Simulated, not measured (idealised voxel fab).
process module | voxel fin reveal
cross-section cut | 235 nm wide | cells 5 nm
A cross-section is a grid of square cells, given in bands from the top down. A band is one or more rows of cells.
Each band's line starts with the height of the band's top and of its bottom, in nm. Then come its materials from left to right, each with its width in nm. One material with "throughout" fills the band from edge to edge. "air" is empty space.
Height 0 is the level under which the wafer as received is all one material. The lowest band goes on downwards, as in "0 down".
A width such as "30 to 40" changes by the same amount from each row of cells to the next, from the band's top row to its bottom row.
"no change" after a step means that no cell of the cross-section changed.
closed voids: empty space of 8 cells or more with no open way to the top, each as width x height at its distance from the left edge, in nm
after a step's settings: what the simulator itself notes on the step
overlay nm, on a step with a mask: how far to the right of its planned place the mask lay; to the left if negative
plan
1 op RECEIVE | material Si
2 op CONFORMAL_DEP | material SiN | thk nm 5
3 op PATTERN | tone cover | mask id FINS | material resist | width nm 15 | pitch nm 35 | thk nm 15 | overlay nm 0
4 op DIRECTIONAL_ETCH | etch materials SiN | depth nm 5
5 op DIRECTIONAL_ETCH | etch materials Si | depth nm 30
6 op STRIP | etch materials resist
7 op OXIDIZE | depth nm 5
8 op FILL_DEP | material SiO2 | thk nm 10
9 op CMP | height nm 5
10 op SELECTIVE_ETCH | etch materials SiO2 | depth nm 15
11 op STRIP | etch materials SiN
12 op CONFORMAL_DEP | material SiO2 | thk nm 5
as received, after step 1
  0 down: Si throughout
  closed voids: none
a wafer at the end: this start, this plan, one mistake
  10 to 5: air 85 | SiO2 25 | air 10 | SiO2 25 | air 90
  5 to 0: air 85 | SiO2 5 | SiN 15 | SiO2 5 | air 10 | SiO2 5 | SiN 15 | SiO2 5 | air 90
  0 to -5: air 85 | SiO2 10 | Si 5 | SiO2 10 | air 10 | SiO2 10 | Si 5 | SiO2 10 | air 90
  -5 to -30: air 90 | SiO2 5 | Si 5 | SiO2 5 | air 20 | SiO2 5 | Si 5 | SiO2 5 | air 95
  -30 to -35: SiO2 95 | Si 5 | SiO2 30 | Si 5 | SiO2 100
  -35 down: Si throughout
  closed voids: none
what went wrong: step 11 ran as: op STRIP | etch materials SiO2
